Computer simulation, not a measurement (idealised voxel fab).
Proc. module: voxel capacitor over wiring
Square cells of 5 nm make up the cross-section cut, whose width is 205 nm.
Cross-section format: a grid of square cells, given as bands from top to bottom; each band is one or more rows of cells. Read a band's entry like this: the first values are the height of its top and the height of its bottom in nm, and what follows is the sequence of materials from left to right, each with its width in nm. Note that "empty" is empty space, and that a single material marked "full width" reaches across the band from edge to edge. The reference from which all heights are counted is 0, the level beneath which the as-received wafer is entirely one material; the lowest band, having no lower bound, proceeds downward and is written after the example "0 nm and below". The expression "30 to 40" gives the width at the extremes of the band, the first number at its top row of cells and the second at its bottom row, with the width changing by equal amounts from each row to the next in between. It should be understood that the words "no alteration", when stated for a given step, signify that the cross-section underwent no change in any of its cells during that step. Empty spaces counting at least 8 cells and having no open way to the top are listed in "Fully closed voids". The notation width x height at distance is used for each, the distance being from the left edge and all three values in nm. Text after the settings on a step's line: the simulator's own remark on that step. The setting "overlay nm" may be written on the line of a step. When the step uses a mask, the value reports how far to the right of the planned place the mask lay, and a negative value reports that it lay to the left.
Set out below are the planned steps of the process
1 RECEIVE,material Si
2 CONFORMAL_DEP,material SiO2,thk nm 10
3 DIRECTIONAL_DEP,material TiN,thk nm 5
4 DIRECTIONAL_DEP,material W,thk nm 15
5 MASKED_ETCH,tone cover,mask id METAL_1,width nm 25,pitch nm 90,etch materials W,depth nm 15,overlay nm 0
6 MASKED_ETCH,tone cover,mask id METAL_1,width nm 25,pitch nm 90,etch materials TiN,depth nm 5,overlay nm 0
7 FILL_DEP,material lowk,thk nm 10
8 CMP,height nm 30
9 CONFORMAL_DEP,material SiCN,thk nm 5
10 DIRECTIONAL_DEP,material SiO2,thk nm 10
11 DIRECTIONAL_DEP,material aC,thk nm 15
12 PATTERN,tone open,mask id PLUG_1,material resist,width nm 15,thk nm 30,overlay nm 0
13 DIRECTIONAL_ETCH,etch materials aC,depth nm 15
14 STRIP,etch materials resist
15 DIRECTIONAL_ETCH,etch materials SiO2,depth nm 10
16 DIRECTIONAL_ETCH,etch materials SiCN,depth nm 5
17 STRIP,etch materials aC
18 EPI,material Ru,thk nm 10
19 EPI,material Ru,thk nm 5
20 DIRECTIONAL_DEP,material TiN,thk nm 10
21 DIRECTIONAL_DEP,material SiN,thk nm 5
22 DIRECTIONAL_DEP,material TiN,thk nm 5
23 PATTERN,tone cover,mask id UPPER_PLATE,material resist,width nm 70,thk nm 15,overlay nm 0
24 DIRECTIONAL_ETCH,etch materials TiN,depth nm 5
25 DIRECTIONAL_ETCH,etch materials SiN,depth nm 5
26 STRIP,etch materials resist
27 PATTERN,tone cover,mask id LOWER_PLATE,material resist,width nm 80,thk nm 15,overlay nm 0
28 DIRECTIONAL_ETCH,etch materials TiN,depth nm 10
29 STRIP,etch materials resist
30 FILL_DEP,material SiO2,thk nm 15
31 CMP,height nm 75
32 MASKED_ETCH,tone open,mask id PLUG_2,width nm 15,etch materials SiO2,depth nm 10,overlay nm 0
33 CONFORMAL_DEP,material TiN,thk nm 5
34 FILL_DEP,material Cu,thk nm 5
35 CMP,height nm 75
36 CONFORMAL_DEP,material SiN,thk nm 5
Received-state cross-section, reflecting completion of step 1
- 0 nm and below: Si full width
- Fully closed voids: none
The plan above was carried out on the starting structure above with one mistake, and this cross-section shows the wafer at the end of the module
- 80 nm to 75 nm: Ru full width
- 75 nm to 70 nm: 65 of SiO2, 5 of TiN, 5 of Cu, 5 of TiN, 125 of SiO2
- 70 nm to 60 nm: 65 to 55 of SiO2, 15 to 70 of TiN, 125 to 80 of SiO2
- 60 nm to 55 nm: 55 of SiO2, 70 of SiN, 80 of SiO2
- 55 nm to 45 nm: 50 of SiO2, 80 of TiN, 75 of SiO2
- 45 nm to 35 nm: 55 of SiO2, 15 of Ru, 135 of SiO2
- 35 nm to 30 nm: 55 of SiCN, 15 of Ru, 135 of SiCN
- 30 nm to 15 nm: 45 of lowk, 25 of W, 65 of lowk, 25 of W, 45 of lowk
- 15 nm to 10 nm: 45 of lowk, 25 of TiN, 65 of lowk, 25 of TiN, 45 of lowk
- 10 nm to 0 nm: SiO2 full width
- 0 nm and below: Si full width
- Fully closed voids: none
Heads up, the wafer didn't run the way we planned it: step 36 did not happen as planned, as run it was CONFORMAL_DEP,material Ru,thk nm 5
